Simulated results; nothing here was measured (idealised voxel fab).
This is a process module. Its name is voxel gate over fins.
For reference, the cross-section in this document is cut, with width 165 nm and square cells of 5 nm.
For the purposes of this document, a cross-section shall be understood as a grid of square cells, specified as bands listed in top-to-bottom order, each band consisting of one or more rows of cells.
The entry gives the band's vertical extent as a top height and a bottom height in nm, then its horizontal make-up as materials from left to right, each with a width in nm. "blank" stands for empty space; a single material marked "everywhere" fills the band edge to edge.
Basically, 0 is our baseline, since under it the wafer straight out of the box is all one material. The bottom band has no lower end and keeps on going down, so it looks like "0 nm and below".
Width "30 to 40": first value at the band's top row of cells, second value at its bottom row, equal change from row to row.
Step note "no modifications" = no cross-section cell changed.
"Internal closed voids" means: voids of 8 cells or more that are shut off from the top with no open way through. Written width x height at distance, distance from the left edge, in nm.
Anything after a step's settings on that line? It's the simulator's own note about the step.
When a step includes a mask, the "overlay nm" setting on its line states how far to the right of its planned place that mask lay, and negative values state how far to the left.
**These are the steps we planned for the process**
1,RECEIVE, material Si
2,CONFORMAL_DEP, material SiN, thk nm 10
3,MASKED_ETCH, tone cover, mask id FINS, width nm 15, pitch nm 55, etch materials SiN, depth nm 10, overlay nm 0
4,MASKED_ETCH, tone cover, mask id FINS, width nm 15, pitch nm 55, etch materials Si, depth nm 30, overlay nm 0
5,OXIDIZE, depth nm 5
6,FILL_DEP, material SiO2, thk nm 5
7,CMP, height nm 10
8,DIRECTIONAL_DEP, material aC, thk nm 10
9,PATTERN, tone open, mask id RAIL, material resist, width nm 15, thk nm 30, overlay nm 0
10,DIRECTIONAL_ETCH, etch materials aC, depth nm 10
11,STRIP, etch materials resist
12,DIRECTIONAL_ETCH, etch materials SiO2, depth nm 35
13,STRIP, etch materials aC
14,CONFORMAL_DEP, material TiN, thk nm 5
15,FILL_DEP, material W, thk nm 5
16,CMP, height nm 10
17,SELECTIVE_ETCH, etch materials W Ru TiN, depth nm 30
18,FILL_DEP, material SiO2, thk nm 5
19,CMP, height nm 10
20,SELECTIVE_ETCH, etch materials SiO2, depth nm 20
21,STRIP, etch materials SiN
22,CONFORMAL_DEP, material HfO2, thk nm 5
23,CONFORMAL_DEP, material TiN, thk nm 5
24,CONFORMAL_DEP, material TiAl, thk nm 5
25,CONFORMAL_DEP, material TiN, thk nm 5
26,FILL_DEP, material W, thk nm 10
27,CMP, height nm 25
28,CONFORMAL_DEP, material SiN, thk nm 10
**Incoming wafer in cross-section (state: after step 1)**
    0 nm and below  Si everywhere
    Internal closed voids: none
**The module was run from the start shown above using the plan shown above, but one mistake was made doing it; the resulting wafer cross-section is below**
    35 nm to 25 nm  SiN everywhere
    25 nm to 20 nm  W everywhere
    20 nm to 10 nm  W: 30 / TiAl: 45 / W: 10 / TiAl: 45 / W: 35
    10 nm to 5 nm  TiAl: 40 / TiN: 25 / TiAl: 30 / TiN: 25 / TiAl: 45
    5 nm to 0 nm  TiAl: 40 / TiN: 5 / HfO2: 15 / TiN: 5 / TiAl: 30 / TiN: 5 / HfO2: 15 / TiN: 5 / TiAl: 45
    0 nm to -5 nm  TiN: 45 / HfO2: 5 / Si: 5 / HfO2: 5 / TiN: 40 / HfO2: 5 / Si: 5 / HfO2: 5 / TiN: 50
    -5 nm to -10 nm  HfO2: 50 / Si: 5 / HfO2: 50 / Si: 5 / HfO2: 55
    -10 nm to -20 nm  SiO2: 50 / Si: 5 / SiO2: 50 / Si: 5 / SiO2: 55
    -20 nm to -25 nm  SiO2: 50 / Si: 5 / SiO2: 15 / TiN: 15 / SiO2: 20 / Si: 5 / SiO2: 55
    -25 nm to -35 nm  SiO2: 50 / Si: 5 / SiO2: 50 / Si: 5 / SiO2: 55
    -35 nm and below  Si everywhere
    Internal closed voids: none
Plan not followed: step 25 was not run as planned; what actually ran was CONFORMAL_DEP, material TiAl, thk nm 5
